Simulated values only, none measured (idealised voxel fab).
The document below concerns the process module designated voxel ribs on slabs.
Section shown: cut. Width: 195 nm. Cell size: 5 nm, square.
Heads up, the way a cross-section reads in here is a grid of square cells, handed over as bands from the top down, with every band being one or more rows of cells.
Band: top and bottom heights (nm) first, top before bottom; then materials from left to right, widths in nm. "full width" marks a sole material filling the band edge to edge. "air" denotes empty space.
A quick word on heights: they are counted from 0, and under that level the wafer as it came to us is one material throughout. The lowest band is different from the rest in having no bottom; it simply continues downward, written as in "z 0 and below".
A width such as "30 to 40" changes by the same amount from each row of cells to the next, from the band's top row to its bottom row.
No cell of the cross-section changed in a step that is given as "no modification".
The label "Tabulated closed voids" introduces a list of the empty spaces, 8 cells or larger, that have no open way up to the top; each entry in it reads width x height at distance, where the distance is taken from the left edge and all three are stated in nm.
Text after the settings on a step's line: the simulator's own remark on that step.
You can add "overlay nm" to a step's line. For a step with a mask, it describes how far the mask lay to the right of its planned position, and a negative number describes a lay to the left.

The following list gives the planned process steps:
- 1: RECEIVE | material Si
- 2: DIRECTIONAL_DEP | material SiO2 | thk nm 20
- 3: DIRECTIONAL_DEP | material polySi | thk nm 25
- 4: PATTERN | tone cover | mask id RIB | material resist | width nm 20 | thk nm 15 | overlay nm 0
- 5: DIRECTIONAL_ETCH | etch materials polySi | depth nm 15
- 6: STRIP | etch materials resist
- 7: DIRECTIONAL_DEP | material aC | thk nm 10
- 8: PATTERN | tone cover | mask id SLAB | material resist | width nm 80 | thk nm 25 | overlay nm 0
- 9: DIRECTIONAL_ETCH | etch materials aC | depth nm 10
- 10: STRIP | etch materials resist
- 11: DIRECTIONAL_ETCH | etch materials polySi | depth nm 10
- 12: STRIP | etch materials aC
- 13: FILL_DEP | material SiO2 | thk nm 20
- 14: CMP | height nm 60
- 15: DIRECTIONAL_DEP | material TiN | thk nm 5
- 16: PATTERN | tone cover | mask id HEATER | material resist | width nm 30 | thk nm 15 | overlay nm 0
- 17: DIRECTIONAL_ETCH | etch materials TiN | depth nm 5
- 18: STRIP | etch materials resist
- 19: CONFORMAL_DEP | material SiO2 | thk nm 10

Account of the first of two wafers, which was processed as intended:

Cross-section of the wafer upon arrival, representing the state reached after step 1:
> z 0 and below  Si full width
> Tabulated closed voids: none

Wafer section view after processing step 2:
> z 20 to 0  SiO2 full width
> below 0: unchanged

Wafer section view after processing step 3:
> z 45 to 20  polySi full width
> below 20: unchanged

Wafer section view after processing step 4:
> z 60 to 45  85 of air  20 of resist  90 of air
> below 45: unchanged

Wafer section view after processing step 5:
> z 60 to 45  85 of air  20 of resist  90 of air
> z 45 to 30  85 of air  20 of polySi  90 of air
> below 30: unchanged

Wafer section view after processing step 6:
> z 45 to 30  85 of air  20 of polySi  90 of air
> below 30: unchanged

Wafer section view after processing step 7:
> z 55 to 45  85 of air  20 of aC  90 of air
> z 45 to 40  85 of air  20 of polySi  90 of air
> z 40 to 30  85 of aC  20 of polySi  90 of aC
> below 30: unchanged

Wafer section view after processing step 8:
> z 80 to 55  55 of air  80 of resist  60 of air
> z 55 to 45  55 of air  30 of resist  20 of aC  30 of resist  60 of air
> z 45 to 40  55 of air  30 of resist  20 of polySi  30 of resist  60 of air
> below 40: unchanged

Wafer section view after processing step 9:
> z 70 to 55  55 of air  80 of resist  60 of air
> z 55 to 45  55 of air  30 of resist  20 of aC  30 of resist  60 of air
> z 45 to 40  55 of air  30 of resist  20 of polySi  30 of resist  60 of air
> z 40 to 30  55 of air  30 of aC  20 of polySi  30 of aC  60 of air
> below 30: unchanged

Wafer section view after processing step 10:
> z 55 to 45  85 of air  20 of aC  90 of air
> z 45 to 40  85 of air  20 of polySi  90 of air
> below 40: unchanged

Wafer section view after processing step 11:
> z 55 to 45  85 of air  20 of aC  90 of air
> z 45 to 40  85 of air  20 of polySi  90 of air
> z 40 to 30  55 of air  30 of aC  20 of polySi  30 of aC  60 of air
> z 30 to 20  55 of air  80 of polySi  60 of air
> below 20: unchanged

Wafer section view after processing step 12:
> z 45 to 30  85 of air  20 of polySi  90 of air
> below 30: unchanged

Wafer section view after processing step 13:
> z 65 to 45  SiO2 full width
> z 45 to 30  85 of SiO2  20 of polySi  90 of SiO2
> z 30 to 20  55 of SiO2  80 of polySi  60 of SiO2
> below 20: unchanged

Wafer section view after processing step 14:
> z 60 to 45  SiO2 full width
> below 45: unchanged

Wafer section view after processing step 15:
> z 65 to 60  TiN full width
> below 60: unchanged

Wafer section view after processing step 16:
> z 80 to 65  80 of air  30 of resist  85 of air
> below 65: unchanged

Wafer section view after processing step 17:
> z 80 to 65  80 of air  30 of resist  85 of air
> z 65 to 60  80 of air  30 of TiN  85 of air
> below 60: unchanged

Wafer section view after processing step 18:
> z 65 to 60  80 of air  30 of TiN  85 of air
> below 60: unchanged

Wafer section view after processing step 19:
> z 75 to 70  70 of air  50 of SiO2  75 of air
> z 70 to 65  SiO2 full width
> z 65 to 60  80 of SiO2  30 of TiN  85 of SiO2
> below 60: unchanged

Wafer two of the pair: same origin, same plan, one error during the run; identical to wafer one up to and including step 2:

Second wafer, section view, time point: scheduled end of step 3:
> z 70 to 20  polySi full width
> below 20: unchanged

Second wafer, section view, time point: scheduled end of step 4:
> z 85 to 70  85 of air  20 of resist  90 of air
> below 70: unchanged

Second wafer, section view, time point: scheduled end of step 5:
> z 85 to 70  85 of air  20 of resist  90 of air
> z 70 to 55  85 of air  20 of polySi  90 of air
> below 55: unchanged

Second wafer, section view, time point: scheduled end of step 6:
> z 70 to 55  85 of air  20 of polySi  90 of air
> below 55: unchanged

Second wafer, section view, time point: scheduled end of step 7:
> z 80 to 70  85 of air  20 of aC  90 of air
> z 70 to 65  85 of air  20 of polySi  90 of air
> z 65 to 55  85 of aC  20 of polySi  90 of aC
> below 55: unchanged

Second wafer, section view, time point: scheduled end of step 8:
> z 105 to 80  55 of air  80 of resist  60 of air
> z 80 to 70  55 of air  30 of resist  20 of aC  30 of resist  60 of air
> z 70 to 65  55 of air  30 of resist  20 of polySi  30 of resist  60 of air
> below 65: unchanged

Second wafer, section view, time point: scheduled end of step 9:
> z 95 to 80  55 of air  80 of resist  60 of air
> z 80 to 70  55 of air  30 of resist  20 of aC  30 of resist  60 of air
> z 70 to 65  55 of air  30 of resist  20 of polySi  30 of resist  60 of air
> z 65 to 55  55 of air  30 of aC  20 of polySi  30 of aC  60 of air
> below 55: unchanged

Second wafer, section view, time point: scheduled end of step 10:
> z 80 to 70  85 of air  20 of aC  90 of air
> z 70 to 65  85 of air  20 of polySi  90 of air
> below 65: unchanged

Second wafer, section view, time point: scheduled end of step 11:
> z 80 to 70  85 of air  20 of aC  90 of air
> z 70 to 65  85 of air  20 of polySi  90 of air
> z 65 to 55  55 of air  30 of aC  20 of polySi  30 of aC  60 of air
> z 55 to 45  55 of air  80 of polySi  60 of air
> below 45: unchanged

Second wafer, section view, time point: scheduled end of step 12:
> z 70 to 55  85 of air  20 of polySi  90 of air
> below 55: unchanged

Second wafer, section view, time point: scheduled end of step 13:
> z 90 to 70  SiO2 full width
> z 70 to 55  85 of SiO2  20 of polySi  90 of SiO2
> z 55 to 45  55 of SiO2  80 of polySi  60 of SiO2
> below 45: unchanged

Second wafer, section view, time point: scheduled end of step 14:
> z 60 to 55  85 of SiO2  20 of polySi  90 of SiO2
> below 55: unchanged

Second wafer, section view, time point: scheduled end of step 15:
> z 65 to 60  TiN full width
> below 60: unchanged

Second wafer, section view, time point: scheduled end of step 16:
> z 80 to 65  80 of air  30 of resist  85 of air
> below 65: unchanged

Second wafer, section view, time point: scheduled end of step 17:
> z 80 to 65  80 of air  30 of resist  85 of air
> z 65 to 60  80 of air  30 of TiN  85 of air
> below 60: unchanged

Second wafer, section view, time point: scheduled end of step 18:
> z 65 to 60  80 of air  30 of TiN  85 of air
> below 60: unchanged

Second wafer, section view, time point: scheduled end of step 19:
> z 75 to 70  70 of air  50 of SiO2  75 of air
> z 70 to 65  SiO2 full width
> z 65 to 60  80 of SiO2  30 of TiN  85 of SiO2
> below 60: unchanged
In executing the process, a mistake was made relative to the plan: step 3 of the plan saw execution twice
Final cells, second wafer relative to first, materials higher or lower: SiO2 -187, polySi +187
